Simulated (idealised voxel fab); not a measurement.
process module | voxel lift off
cross-section cut | 195 nm wide | cells 5 nm
A cross-section is a grid of square cells, given in bands from the top down. A band is one or more rows of cells.
Each band's line starts with the height of the band's top and of its bottom, in nm. Then come its materials from left to right, each with its width in nm. One material with "throughout" fills the band from edge to edge. "air" is empty space.
Height 0 is the level under which the wafer as received is all one material. The lowest band goes on downwards, as in "0 down".
A width such as "30 to 40" changes by the same amount from each row of cells to the next, from the band's top row to its bottom row.
"no change" after a step means that no cell of the cross-section changed.
closed voids: empty space of 8 cells or more with no open way to the top, each as width x height at its distance from the left edge, in nm
after a step's settings: what the simulator itself notes on the step
overlay nm, on a step with a mask: how far to the right of its planned place the mask lay; to the left if negative
plan
1 op RECEIVE | material Si
2 op CONFORMAL_DEP | material Al2O3 | thk nm 5
3 op PATTERN | tone open | mask id LINES | material resist | width nm 25 | pitch nm 50 | thk nm 30 | overlay nm 0
4 op DIRECTIONAL_DEP | material Ru | thk nm 15
5 op STRIP | etch materials resist
6 op CONFORMAL_DEP | material SiN | thk nm 10
as received, after step 1
  0 down: Si throughout
  closed voids: none
first wafer at the end, as planned
  30 to 20: air 25 | SiN 45 | air 5 | SiN 45 | air 5 | SiN 45 | air 25
  20 to 15: air 25 | SiN 10 | Ru 25 | SiN 10 | air 5 | SiN 10 | Ru 25 | SiN 10 | air 5 | SiN 10 | Ru 25 | SiN 10 | air 25
  15 to 5: SiN 35 | Ru 25 | SiN 25 | Ru 25 | SiN 25 | Ru 25 | SiN 35
  5 to 0: Al2O3 throughout
  0 down: Si throughout
  closed voids: none
second wafer at the end: like start, like plan, one mistake
  40 to 30: air 25 | SiN 45 | air 5 | SiN 45 | air 5 | SiN 45 | air 25
  30 to 25: air 25 | SiN 10 | Ru 25 | SiN 10 | air 5 | SiN 10 | Ru 25 | SiN 10 | air 5 | SiN 10 | Ru 25 | SiN 10 | air 25
  25 to 15: SiN 35 | Ru 25 | SiN 25 | Ru 25 | SiN 25 | Ru 25 | SiN 35
  15 to 0: Al2O3 throughout
  0 down: Si throughout
  closed voids: none
what went wrong: step 2 ran as: op CONFORMAL_DEP | material Al2O3 | thk nm 15
at the end the second wafer has, in cells: 78 more of Al2O3
